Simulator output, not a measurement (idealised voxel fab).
The process module that follows is named voxel wiring stack.
Section cut is 215 nm wide and gridded with 5 nm square cells.
Throughout this document, each cross-section is represented as a grid of square cells and is presented as a sequence of bands enumerated from the top downward, where a band comprises one or more rows of cells.
Quick guide to a band line: top height, bottom height (nm) up front; then every material left to right with its width in nm. Only one material and it's marked "throughout"? Then it fills the band edge to edge. And "empty" just means empty space.
Heights are expressed relative to 0, this being the level below which the as-received wafer comprises one material exclusively. The lowest band is unbounded in the downward direction and is denoted as in "0 nm and below".
Think of "30 to 40" as a width that walks from the first number to the second as you go down the band, top row to bottom row, taking equal-sized steps from row to row.
Reading "remained unchanged" for a step: not a cell of the cross-section changed in it.
Empty spaces counting at least 8 cells and having no open way to the top are listed in "Sealed cavities". The notation width x height at distance is used for each, the distance being from the left edge and all three values in nm.
Heads up: the bit after the settings on a step's line is the simulator's remark on that step.
When a step includes a mask, the "overlay nm" setting on its line states how far to the right of its planned place that mask lay, and negative values state how far to the left.

[Listed below are the process steps as planned]
1 op RECEIVE | material Si
2 op CONFORMAL_DEP | material SiO2 | thk nm 10
3 op CONFORMAL_DEP | material SiCN | thk nm 5
4 op DIRECTIONAL_DEP | material SiO2 | thk nm 15
5 op MASKED_ETCH | tone open | mask id METAL_1 | width nm 25 | pitch nm 50 | etch materials SiO2 | depth nm 15 | overlay nm 0
6 op MASKED_ETCH | tone open | mask id METAL_1 | width nm 25 | pitch nm 50 | etch materials SiCN | depth nm 5 | overlay nm 0
7 op CONFORMAL_DEP | material TiN | thk nm 5
8 op FILL_DEP | material W | thk nm 5
9 op CMP | height nm 30
10 op CONFORMAL_DEP | material SiCN | thk nm 5
11 op DIRECTIONAL_DEP | material lowk | thk nm 20
12 op PATTERN | tone open | mask id PLUG_1 | material resist | width nm 15 | pitch nm 100 | thk nm 15 | overlay nm 0
13 op DIRECTIONAL_ETCH | etch materials lowk | depth nm 20
14 op DIRECTIONAL_ETCH | etch materials SiCN | depth nm 5
15 op STRIP | etch materials resist
16 op EPI | material Ru | thk nm 10
17 op EPI | material Ru | thk nm 10
18 op EPI | material Ru | thk nm 5
19 op DIRECTIONAL_DEP | material TiN | thk nm 5
20 op DIRECTIONAL_DEP | material Ru | thk nm 20
21 op PATTERN | tone cover | mask id METAL_2 | material resist | width nm 25 | pitch nm 50 | thk nm 20 | overlay nm 0
22 op DIRECTIONAL_ETCH | etch materials Ru | depth nm 20
23 op DIRECTIONAL_ETCH | etch materials TiN | depth nm 5
24 op STRIP | etch materials resist
25 op FILL_DEP | material SiO2 | thk nm 10
26 op CMP | height nm 80
27 op CONFORMAL_DEP | material SiCN | thk nm 5
28 op DIRECTIONAL_DEP | material lowk | thk nm 5
29 op PATTERN | tone open | mask id PLUG_2 | material resist | width nm 15 | pitch nm 100 | thk nm 20 | overlay nm 0
30 op DIRECTIONAL_ETCH | etch materials lowk | depth nm 15
31 op DIRECTIONAL_ETCH | etch materials SiCN | depth nm 5
32 op STRIP | etch materials resist
33 op CONFORMAL_DEP | material TiN | thk nm 5
34 op FILL_DEP | material Cu | thk nm 5
35 op CMP | height nm 100
36 op DIRECTIONAL_DEP | material TiN | thk nm 5
37 op DIRECTIONAL_DEP | material Ru | thk nm 15
38 op MASKED_ETCH | tone cover | mask id METAL_3 | width nm 25 | pitch nm 50 | etch materials Ru | depth nm 15 | overlay nm 0
39 op MASKED_ETCH | tone cover | mask id METAL_3 | width nm 25 | pitch nm 50 | etch materials TiN | depth nm 5 | overlay nm 0
40 op FILL_DEP | material SiO2 | thk nm 10
41 op CMP | height nm 120
42 op CONFORMAL_DEP | material SiN | thk nm 5
The thk nm used in step 28 is not the same on every wafer, whereas the starting condition is; the value printed in the plan is the first wafer's.

[First of several wafers (as received, post step 1), cross-sectional view]
    0 nm and below = Si throughout
    Sealed cavities: none

[So in this table every wafer gets its own row, and what you see is where it stands at the end of the module: for each material, how many cells it picked up (+) or gave up (-) since we received it, and after that its closed voids]
thk nm 5 | +47 Cu | +135 Ru | +102 SiCN | +43 SiN | +422 SiO2 | +114 TiN | +27 W | +185 lowk | Sealed cavities: none
thk nm 10 | +6 Cu | +135 Ru | +102 SiCN | +43 SiN | +422 SiO2 | +118 TiN | +27 W | +222 lowk | Sealed cavities: none
thk nm 15 | +6 Cu | +135 Ru | +102 SiCN | +43 SiN | +422 SiO2 | +81 TiN | +27 W | +259 lowk | Sealed cavities: none
thk nm 20 | +2 Cu | +135 Ru | +108 SiCN | +43 SiN | +422 SiO2 | +73 TiN | +27 W | +265 lowk | Sealed cavities: none
thk nm 25 | +135 Ru | +108 SiCN | +43 SiN | +422 SiO2 | +69 TiN | +27 W | +271 lowk | Sealed cavities: none
thk nm 30 | +135 Ru | +108 SiCN | +43 SiN | +422 SiO2 | +63 TiN | +27 W | +277 lowk | Sealed cavities: none
